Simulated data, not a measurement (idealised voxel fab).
process module | voxel ribs on slabs
The figure presents cross-section cut, which has a width of 150 nm and is divided into square cells with an edge length of 5 nm.
Bands, listed from the top down, are how a cross-section gets written in this document; the cross-section itself is a grid of square cells, and a band is one or more rows of them. Top height, bottom height, nm. Materials left to right, width each, nm. Single material + "full width" = fills band edge to edge. "blank" = empty. The level at which height equals 0 is the one under which the wafer, as it arrives, is entirely one material. No lower edge exists for the bottom band, which continues downward and is notated as in "0 down". A two-number width, for instance "30..40", indicates that the width is equal to the first number in the top row of the band and to the second number in the bottom row, and that it changes by a constant amount per row of cells. Any step labelled "nothing different" changed none of the cells in the cross-section. Look at "Trapped voids" for the closed voids: empty spaces with no open path to the top, sized 8 cells or up. Each is width x height at distance, distance from the left edge, all nm. On a step's line, text after the settings is the simulator commenting on that step. On any step carrying a mask, the "overlay nm" setting, if present on the step's line, tells how far right of its planned place the mask lay; negative values point to the left.
These are the steps we planned for the process
1 RECEIVE with material Si
2 DIRECTIONAL_DEP with material SiO2, thk nm 30
3 DIRECTIONAL_DEP with material SiN, thk nm 15
4 MASKED_ETCH with tone cover, mask id RIB, width nm 30, etch materials SiN, depth nm 5, overlay nm 0
5 PATTERN with tone cover, mask id SLAB, material resist, width nm 60, thk nm 20, overlay nm 0
6 DIRECTIONAL_ETCH with etch materials SiN, depth nm 10
7 STRIP with etch materials resist
8 FILL_DEP with material SiO2, thk nm 20
9 CMP with height nm 55
10 DIRECTIONAL_DEP with material TiN, thk nm 10
11 MASKED_ETCH with tone cover, mask id HEATER, width nm 40, etch materials TiN, depth nm 10, overlay nm 0
12 CONFORMAL_DEP with material SiO2, thk nm 5
Below: the first of two wafers, run as planned
Delivered wafer in cross-section: state after step 1
  0 down: Si full width
  Trapped voids: none
You're looking at a cross-section of the wafer after step 2
  30 to 0: SiO2 full width
  Everything under 0 stays put, no change at all.
You're looking at a cross-section of the wafer after step 3
  45 to 30: SiN full width
  Everything under 30 stays put, no change at all.
You're looking at a cross-section of the wafer after step 4
  45 to 40: blank: 60 / SiN: 30 / blank: 60
  Everything under 40 stays put, no change at all.
You're looking at a cross-section of the wafer after step 5
  65 to 45: blank: 45 / resist: 60 / blank: 45
  45 to 40: blank: 45 / resist: 15 / SiN: 30 / resist: 15 / blank: 45
  Everything under 40 stays put, no change at all.
You're looking at a cross-section of the wafer after step 6
  65 to 45: blank: 45 / resist: 60 / blank: 45
  45 to 40: blank: 45 / resist: 15 / SiN: 30 / resist: 15 / blank: 45
  40 to 30: blank: 45 / SiN: 60 / blank: 45
  Everything under 30 stays put, no change at all.
You're looking at a cross-section of the wafer after step 7
  45 to 40: blank: 60 / SiN: 30 / blank: 60
  Everything under 40 stays put, no change at all.
You're looking at a cross-section of the wafer after step 8
  65 to 45: SiO2 full width
  45 to 40: SiO2: 60 / SiN: 30 / SiO2: 60
  40 to 30: SiO2: 45 / SiN: 60 / SiO2: 45
  Everything under 30 stays put, no change at all.
You're looking at a cross-section of the wafer after step 9
  55 to 45: SiO2 full width
  Everything under 45 stays put, no change at all.
You're looking at a cross-section of the wafer after step 10
  65 to 55: TiN full width
  Everything under 55 stays put, no change at all.
You're looking at a cross-section of the wafer after step 11
  65 to 55: blank: 55 / TiN: 40 / blank: 55
  Everything under 55 stays put, no change at all.
You're looking at a cross-section of the wafer after step 12
  70 to 65: blank: 50 / SiO2: 50 / blank: 50
  65 to 60: blank: 50 / SiO2: 5 / TiN: 40 / SiO2: 5 / blank: 50
  60 to 55: SiO2: 55 / TiN: 40 / SiO2: 55
  Everything under 55 stays put, no change at all.
Wafer two of the pair: same origin, same plan, one error during the run; identical to wafer one up to and including step 5
Look at the second wafer in cross-section at the time step 6 ought to have finished
  65 to 45: blank: 45 / resist: 60 / blank: 45
  45 to 40: blank: 45 / resist: 15 / SiN: 30 / resist: 15 / blank: 45
  40 to 35: blank: 45 / SiN: 60 / blank: 45
  Everything under 35 stays put, no change at all.
Look at the second wafer in cross-section at the time step 7 ought to have finished
  45 to 35: blank: 60..45 / SiN: 30..60 / blank: 60..45
  Everything under 35 stays put, no change at all.
Look at the second wafer in cross-section at the time step 8 ought to have finished
  65 to 45: SiO2 full width
  45 to 35: SiO2: 60..45 / SiN: 30..60 / SiO2: 60..45
  Everything under 35 stays put, no change at all.
Look at the second wafer in cross-section at the time step 9 ought to have finished
  55 to 45: SiO2 full width
  Everything under 45 stays put, no change at all.
Look at the second wafer in cross-section at the time step 10 ought to have finished
  65 to 55: TiN full width
  Everything under 55 stays put, no change at all.
Look at the second wafer in cross-section at the time step 11 ought to have finished
  65 to 55: blank: 55 / TiN: 40 / blank: 55
  Everything under 55 stays put, no change at all.
Look at the second wafer in cross-section at the time step 12 ought to have finished
  70 to 65: blank: 50 / SiO2: 50 / blank: 50
  65 to 60: blank: 50 / SiO2: 5 / TiN: 40 / SiO2: 5 / blank: 50
  60 to 55: SiO2: 55 / TiN: 40 / SiO2: 55
  Everything under 55 stays put, no change at all.
Where did the run depart from the plan? planned and actual differ for step 6; actual: DIRECTIONAL_ETCH with etch materials SiN, depth nm 5
In the final state, the cell counts of the second wafer exceed or fall short of those of the first for the following materials: 18 more of SiN | 18 fewer of SiO2
